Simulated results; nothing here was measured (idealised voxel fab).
process module | voxel double patterning
cross-section cut | 170 nm wide | cells 5 nm
A cross-section is a grid of square cells, given in bands from the top down. A band is one or more rows of cells.
Each band's line starts with the height of the band's top and of its bottom, in nm. Then come its materials from left to right, each with its width in nm. One material with "throughout" fills the band from edge to edge. "air" is empty space.
Height 0 is the level under which the wafer as received is all one material. The lowest band goes on downwards, as in "0 down".
A width such as "30 to 40" changes by the same amount from each row of cells to the next, from the band's top row to its bottom row.
"no change" after a step means that no cell of the cross-section changed.
closed voids: empty space of 8 cells or more with no open way to the top, each as width x height at its distance from the left edge, in nm
after a step's settings: what the simulator itself notes on the step
overlay nm, on a step with a mask: how far to the right of its planned place the mask lay; to the left if negative
plan
1 op RECEIVE | material Si
2 op CONFORMAL_DEP | material SiO2 | thk nm 5
3 op DIRECTIONAL_DEP | material TiN | thk nm 20
4 op DIRECTIONAL_DEP | material SiN | thk nm 10
5 op MASKED_ETCH | tone open | mask id FIRST | width nm 15 | pitch nm 50 | etch materials SiN | depth nm 10 | overlay nm 0
6 op DIRECTIONAL_DEP | material aC | thk nm 10
7 op PATTERN | tone open | mask id SECOND | material resist | width nm 15 | thk nm 30 | overlay nm 0
8 op DIRECTIONAL_ETCH | etch materials aC | depth nm 10
9 op STRIP | etch materials resist
10 op DIRECTIONAL_ETCH | etch materials SiN | depth nm 10
11 op STRIP | etch materials aC
12 op DIRECTIONAL_ETCH | etch materials TiN | depth nm 20
13 op STRIP | etch materials SiN
first wafer, as planned
as received, after step 1
  0 down: Si throughout
  closed voids: none
after step 2
  5 to 0: SiO2 throughout
  below 0: unchanged
after step 3
  25 to 5: TiN throughout
  below 5: unchanged
after step 4
  35 to 25: SiN throughout
  below 25: unchanged
after step 5
  35 to 25: SiN 50 | air 15 | SiN 35 | air 15 | SiN 55
  below 25: unchanged
after step 6
  45 to 35: aC 50 | air 15 | aC 35 | air 15 | aC 55
  35 to 25: SiN 50 | aC 15 | SiN 35 | aC 15 | SiN 55
  below 25: unchanged
after step 7
  75 to 45: resist 75 | air 15 | resist 80
  45 to 35: aC 50 | resist 15 | aC 35 | resist 15 | aC 55
  below 35: unchanged
after step 8
  65 to 45: resist 75 | air 15 | resist 80
  45 to 35: aC 50 | resist 15 | aC 10 | air 15 | aC 10 | resist 15 | aC 55
  below 35: unchanged
after step 9
  45 to 35: aC 50 | air 15 | aC 10 | air 15 | aC 10 | air 15 | aC 55
  below 35: unchanged
after step 10
  45 to 35: aC 50 | air 15 | aC 10 | air 15 | aC 10 | air 15 | aC 55
  35 to 25: SiN 50 | aC 15 | SiN 10 | air 15 | SiN 10 | aC 15 | SiN 55
  below 25: unchanged
after step 11
  35 to 25: SiN 50 | air 15 | SiN 10 | air 15 | SiN 10 | air 15 | SiN 55
  below 25: unchanged
after step 12
  35 to 25: SiN 50 | air 15 | SiN 10 | air 15 | SiN 10 | air 15 | SiN 55
  25 to 5: TiN 50 | air 15 | TiN 10 | air 15 | TiN 10 | air 15 | TiN 55
  below 5: unchanged
after step 13
  25 to 5: TiN 50 | air 15 | TiN 10 | air 15 | TiN 10 | air 15 | TiN 55
  below 5: unchanged
second wafer: like start, like plan, one mistake. Through step 2 it matches the first wafer
when step 3 should have ended
  45 to 5: TiN throughout
  below 5: unchanged
when step 4 should have ended
  55 to 45: SiN throughout
  below 45: unchanged
when step 5 should have ended
  55 to 45: SiN 50 | air 15 | SiN 35 | air 15 | SiN 55
  below 45: unchanged
when step 6 should have ended
  65 to 55: aC 50 | air 15 | aC 35 | air 15 | aC 55
  55 to 45: SiN 50 | aC 15 | SiN 35 | aC 15 | SiN 55
  below 45: unchanged
when step 7 should have ended
  95 to 65: resist 75 | air 15 | resist 80
  65 to 55: aC 50 | resist 15 | aC 35 | resist 15 | aC 55
  below 55: unchanged
when step 8 should have ended
  85 to 65: resist 75 | air 15 | resist 80
  65 to 55: aC 50 | resist 15 | aC 10 | air 15 | aC 10 | resist 15 | aC 55
  below 55: unchanged
when step 9 should have ended
  65 to 55: aC 50 | air 15 | aC 10 | air 15 | aC 10 | air 15 | aC 55
  below 55: unchanged
when step 10 should have ended
  65 to 55: aC 50 | air 15 | aC 10 | air 15 | aC 10 | air 15 | aC 55
  55 to 45: SiN 50 | aC 15 | SiN 10 | air 15 | SiN 10 | aC 15 | SiN 55
  below 45: unchanged
when step 11 should have ended
  55 to 45: SiN 50 | air 15 | SiN 10 | air 15 | SiN 10 | air 15 | SiN 55
  below 45: unchanged
when step 12 should have ended
  55 to 45: SiN 50 | air 15 | SiN 10 | air 15 | SiN 10 | air 15 | SiN 55
  45 to 25: TiN 50 | air 15 | TiN 10 | air 15 | TiN 10 | air 15 | TiN 55
  below 25: unchanged
when step 13 should have ended
  45 to 25: TiN 50 | air 15 | TiN 10 | air 15 | TiN 10 | air 15 | TiN 55
  below 25: unchanged
what went wrong: step 3 was run twice
at the end the second wafer has, in cells: 136 more of TiN
